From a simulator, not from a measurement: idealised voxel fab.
Herein follows the process module entitled voxel capacitor over wiring.
Each square cell in cross-section cut measures 5 nm, and the section as a whole is 210 nm wide.
Heads up, the way a cross-section reads in here is a grid of square cells, handed over as bands from the top down, with every band being one or more rows of cells.
Basically the band line says how high the top is and how high the bottom is, in nm, and then what's in it from left to right, every material with its width in nm. Empty space shows up as "air", and if a single material carries "all across" it runs the full band edge to edge.
For the purposes of this specification, 0 denotes the height below which the wafer in its as-received condition is composed wholly of one material, and the lowermost band, lacking a lower limit, extends downward without end, as expressed in "0 down".
A width given as "30 to 40" starts at the first number in the band's top row and ends at the second number in its bottom row, shifting by an equal amount at every step from row to row.
It should be understood that the words "same as before", when stated for a given step, signify that the cross-section underwent no change in any of its cells during that step.
Enclosed voids (no open way to top), threshold 8 cells or more, entry "Fully sealed cavities", notation width x height at distance, distance from left edge, nm.
What comes after the settings on a step's line is commentary from the simulator itself on that step.
A step line may carry the setting "overlay nm", which, for steps involving a mask, states the distance by which the mask lay to the right of its intended position; negative values denote displacement to the left.

[Process steps foreseen in the plan]
1 op RECEIVE | material Si
2 op CONFORMAL_DEP | material SiO2 | thk nm 15
3 op CONFORMAL_DEP | material SiCN | thk nm 5
4 op DIRECTIONAL_DEP | material SiO2 | thk nm 25
5 op MASKED_ETCH | tone open | mask id METAL_1 | width nm 25 | pitch nm 75 | etch materials SiO2 | depth nm 25 | overlay nm 0
6 op MASKED_ETCH | tone open | mask id METAL_1 | width nm 25 | pitch nm 75 | etch materials SiCN | depth nm 5 | overlay nm 0
7 op CONFORMAL_DEP | material TiN | thk nm 5
8 op FILL_DEP | material W | thk nm 10
9 op CMP | height nm 45
10 op EPI | material Ru | thk nm 5
11 op FILL_DEP | material SiCN | thk nm 5
12 op DIRECTIONAL_DEP | material SiO2 | thk nm 10
13 op MASKED_ETCH | tone open | mask id PLUG_1 | width nm 15 | etch materials SiO2 | depth nm 10 | overlay nm 0
14 op MASKED_ETCH | tone open | mask id PLUG_1 | width nm 15 | etch materials SiCN | depth nm 5 | overlay nm 0
15 op CONFORMAL_DEP | material TiN | thk nm 5
16 op FILL_DEP | material W | thk nm 5
17 op CMP | height nm 65
18 op DIRECTIONAL_DEP | material TiN | thk nm 10
19 op DIRECTIONAL_DEP | material Al2O3 | thk nm 5
20 op DIRECTIONAL_DEP | material TiN | thk nm 10
21 op PATTERN | tone cover | mask id UPPER_PLATE | material resist | width nm 55 | thk nm 20 | overlay nm 0
22 op DIRECTIONAL_ETCH | etch materials TiN | depth nm 10
23 op DIRECTIONAL_ETCH | etch materials Al2O3 | depth nm 5
24 op STRIP | etch materials resist
25 op PATTERN | tone cover | mask id LOWER_PLATE | material resist | width nm 65 | thk nm 15 | overlay nm 0
26 op DIRECTIONAL_ETCH | etch materials TiN | depth nm 10
27 op STRIP | etch materials resist
28 op FILL_DEP | material SiO2 | thk nm 20
29 op CMP | height nm 105
30 op PATTERN | tone open | mask id PLUG_2 | material resist | width nm 15 | thk nm 20 | overlay nm 0
31 op DIRECTIONAL_ETCH | etch materials SiO2 | depth nm 15
32 op STRIP | etch materials resist
33 op CONFORMAL_DEP | material TiN | thk nm 5
34 op FILL_DEP | material Ru | thk nm 5
35 op CMP | height nm 105
36 op CONFORMAL_DEP | material SiCN | thk nm 5

[Here's what the wafer looked like in cross-section when it arrived - that's after step 1]
* 0 down | Si all across
* Fully sealed cavities: none

[Same starting wafer, same plan as above, one mistake in the execution; this is the cross-section at the end of the module]
* 110 to 105 | SiCN all across
* 105 to 95 | SiO2 (75), TiN (5), Ru (5), TiN (5), SiO2 (120)
* 95 to 90 | SiO2 (75), TiN (15), SiO2 (120)
* 90 to 80 | SiO2 (65), TiN (55), SiO2 (90)
* 80 to 75 | SiO2 (65), Al2O3 (55), SiO2 (90)
* 75 to 65 | SiO2 (60), TiN (65), SiO2 (85)
* 65 to 55 | SiO2 (65), TiN (5), W (10 to 5), TiN (5 to 10), SiO2 (125)
* 55 to 50 | SiCN (65), TiN (15), SiCN (130)
* 50 to 45 | SiCN (50), Ru (35), SiCN (40), Ru (35), SiCN (50)
* 45 to 20 | SiO2 (55), TiN (5), W (15), TiN (5), SiO2 (50), TiN (5), W (15), TiN (5), SiO2 (55)
* 20 to 15 | SiCN (55), TiN (25), SiCN (50), TiN (25), SiCN (55)
* 15 to 0 | SiO2 all across
* 0 down | Si all across
* Fully sealed cavities: none
Finding, execution versus plan: step 13 was run on a setting that differed from the plan, and what really ran there is op MASKED_ETCH | tone open | mask id PLUG_1 | width nm 20 | etch materials SiO2 | depth nm 10 | overlay nm 0
